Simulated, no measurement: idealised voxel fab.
The following is a process module called voxel gate over fins.
Square cell edge 5 nm, section width 300 nm, ID cut.
Each cross-section below is a grid of square cells, stated as bands in top-down order, with one or more rows of cells making up each band. The entry gives the band's vertical extent as a top height and a bottom height in nm, then its horizontal make-up as materials from left to right, each with a width in nm. "blank" stands for empty space; a single material marked "throughout" fills the band edge to edge. Note: height 0 marks the level under which the wafer is uniformly one material as received. Lowest band unbounded below, written "0..down". Width "30 to 40": first value at the band's top row of cells, second value at its bottom row, equal change from row to row. "changes: none", as given for a step, is the statement that not any cell of the cross-section underwent a change during that step. Closed empty spaces (no open way to the top) of 8 cells or more are what "Fully enclosed voids" lists, each as width x height at distance from the left edge, nm for all three. after a step's settings: what the simulator itself notes on the step. Each step line may optionally specify "overlay nm", which for a step with a mask gives the rightward distance between the mask's planned place and where it lay, a negative value indicating the leftward direction.

# The planned process steps are enumerated hereunder
1) RECEIVE (material Si)
2) CONFORMAL_DEP (material SiN; thk nm 5)
3) MASKED_ETCH (tone cover; mask id FINS; width nm 15; pitch nm 55; etch materials SiN; depth nm 5; overlay nm 0)
4) MASKED_ETCH (tone cover; mask id FINS; width nm 15; pitch nm 55; etch materials Si; depth nm 40; overlay nm 0)
5) OXIDIZE (depth nm 5)
6) FILL_DEP (material SiO2; thk nm 10)
7) CMP (height nm 5)
8) DIRECTIONAL_DEP (material aC; thk nm 10)
9) PATTERN (tone open; mask id RAIL; material resist; width nm 15; thk nm 25; overlay nm 0)
10) DIRECTIONAL_ETCH (etch materials aC; depth nm 10)
11) STRIP (etch materials resist)
12) DIRECTIONAL_ETCH (etch materials SiO2; depth nm 40)
13) STRIP (etch materials aC)
14) CONFORMAL_DEP (material TiN; thk nm 5)
15) FILL_DEP (material W; thk nm 10)
16) CMP (height nm 5)
17) SELECTIVE_ETCH (etch materials W Ru TiN; depth nm 25)
18) FILL_DEP (material SiO2; thk nm 5)
19) CMP (height nm 5)
20) SELECTIVE_ETCH (etch materials SiO2; depth nm 15)
21) STRIP (etch materials SiN)
22) CONFORMAL_DEP (material HfO2; thk nm 5)
23) CONFORMAL_DEP (material TiN; thk nm 5)
24) CONFORMAL_DEP (material TiAl; thk nm 5)
25) CONFORMAL_DEP (material TiN; thk nm 5)
26) FILL_DEP (material W; thk nm 15)
27) CMP (height nm 30)
28) CONFORMAL_DEP (material SiN; thk nm 5)

# This is the cross-section of the wafer as we received it, i.e. after step 1
> 0..down = Si throughout
> Fully enclosed voids: none

# First of two wafers: cross-section at end of module, run per plan
> 35..30 = SiN throughout
> 30..20 = W throughout
> 20..15 = W: 45, TiN: 45, W: 10, TiN: 45, W: 10, TiN: 45, W: 10, TiN: 45, W: 45
> 15..10 = W: 45, TiN: 5, TiAl: 35, TiN: 5, W: 10, TiN: 5, TiAl: 35, TiN: 5, W: 10, TiN: 5, TiAl: 35, TiN: 5, W: 10, TiN: 5, TiAl: 35, TiN: 5, W: 45
> 10..5 = TiN: 50, TiAl: 5, TiN: 25, TiAl: 5, TiN: 20, TiAl: 5, TiN: 25, TiAl: 5, TiN: 20, TiAl: 5, TiN: 25, TiAl: 5, TiN: 20, TiAl: 5, TiN: 25, TiAl: 5, TiN: 50
> 5..0 = TiAl: 55, TiN: 5, HfO2: 15, TiN: 5, TiAl: 30, TiN: 5, HfO2: 15, TiN: 5, TiAl: 30, TiN: 5, HfO2: 15, TiN: 5, TiAl: 30, TiN: 5, HfO2: 15, TiN: 5, TiAl: 55
> 0..-5 = TiN: 60, HfO2: 5, Si: 5, HfO2: 5, TiN: 40, HfO2: 5, Si: 5, HfO2: 5, TiN: 40, HfO2: 5, Si: 5, HfO2: 5, TiN: 40, HfO2: 5, Si: 5, HfO2: 5, TiN: 60
> -5..-10 = HfO2: 65, Si: 5, HfO2: 50, Si: 5, HfO2: 50, Si: 5, HfO2: 50, Si: 5, HfO2: 65
> -10..-20 = SiO2: 65, Si: 5, SiO2: 50, Si: 5, SiO2: 50, Si: 5, SiO2: 50, Si: 5, SiO2: 65
> -20..-30 = SiO2: 65, Si: 5, SiO2: 15, TiN: 5, W: 5, TiN: 5, SiO2: 20, Si: 5, SiO2: 50, Si: 5, SiO2: 50, Si: 5, SiO2: 65
> -30..-35 = SiO2: 65, Si: 5, SiO2: 15, TiN: 15, SiO2: 20, Si: 5, SiO2: 50, Si: 5, SiO2: 50, Si: 5, SiO2: 65
> -35..-45 = SiO2: 65, Si: 5, SiO2: 50, Si: 5, SiO2: 50, Si: 5, SiO2: 50, Si: 5, SiO2: 65
> -45..down = Si throughout
> Fully enclosed voids: none

# Second wafer through the module, sectioned at the end: same beginning and same plan as the first wafer, with one mistake in carrying it out
> 35..30 = SiN throughout
> 30..20 = W throughout
> 20..15 = W: 45, TiN: 45, W: 10, TiN: 45, W: 10, TiN: 45, W: 10, TiN: 45, W: 45
> 15..10 = W: 35, TiN: 15, TiAl: 35, TiN: 20, TiAl: 35, TiN: 20, TiAl: 35, TiN: 20, TiAl: 35, TiN: 5, W: 45
> 10..5 = TiN: 40, TiAl: 15, TiN: 25, TiAl: 5, TiN: 10, TiAl: 15, TiN: 25, TiAl: 5, TiN: 10, TiAl: 15, TiN: 25, TiAl: 5, TiN: 10, TiAl: 15, TiN: 25, TiAl: 5, TiN: 50
> 5..0 = TiAl: 45, TiN: 15, HfO2: 15, TiN: 5, TiAl: 20, TiN: 15, HfO2: 15, TiN: 5, TiAl: 20, TiN: 15, HfO2: 15, TiN: 5, TiAl: 20, TiN: 15, HfO2: 15, TiN: 5, TiAl: 55
> 0..-5 = TiN: 50, HfO2: 15, Si: 5, HfO2: 5, TiN: 30, HfO2: 15, Si: 5, HfO2: 5, TiN: 30, HfO2: 15, Si: 5, HfO2: 5, TiN: 30, HfO2: 15, Si: 5, HfO2: 5, TiN: 60
> -5..-10 = HfO2: 55, Si: 15, HfO2: 40, Si: 15, HfO2: 40, Si: 15, HfO2: 40, Si: 15, HfO2: 65
> -10..-20 = SiO2: 55, Si: 15, SiO2: 40, Si: 15, SiO2: 40, Si: 15, SiO2: 40, Si: 15, SiO2: 65
> -20..-30 = SiO2: 55, Si: 15, SiO2: 15, TiN: 5, W: 5, TiN: 5, SiO2: 10, Si: 15, SiO2: 40, Si: 15, SiO2: 40, Si: 15, SiO2: 65
> -30..-35 = SiO2: 55, Si: 15, SiO2: 15, TiN: 15, SiO2: 10, Si: 15, SiO2: 40, Si: 15, SiO2: 40, Si: 15, SiO2: 65
> -35..-45 = SiO2: 55, Si: 15, SiO2: 40, Si: 15, SiO2: 40, Si: 15, SiO2: 40, Si: 15, SiO2: 65
> -45..down = Si throughout
> Fully enclosed voids: none
Where did the run depart from the plan? step 4 was run on a setting that differed from the plan, and what really ran there is MASKED_ETCH (tone cover; mask id FINS; width nm 15; pitch nm 55; etch materials Si; depth nm 40; overlay nm -10)
at the end the second wafer has, in cells: Si: 64 more, SiO2: 56 fewer, W: 8 fewer
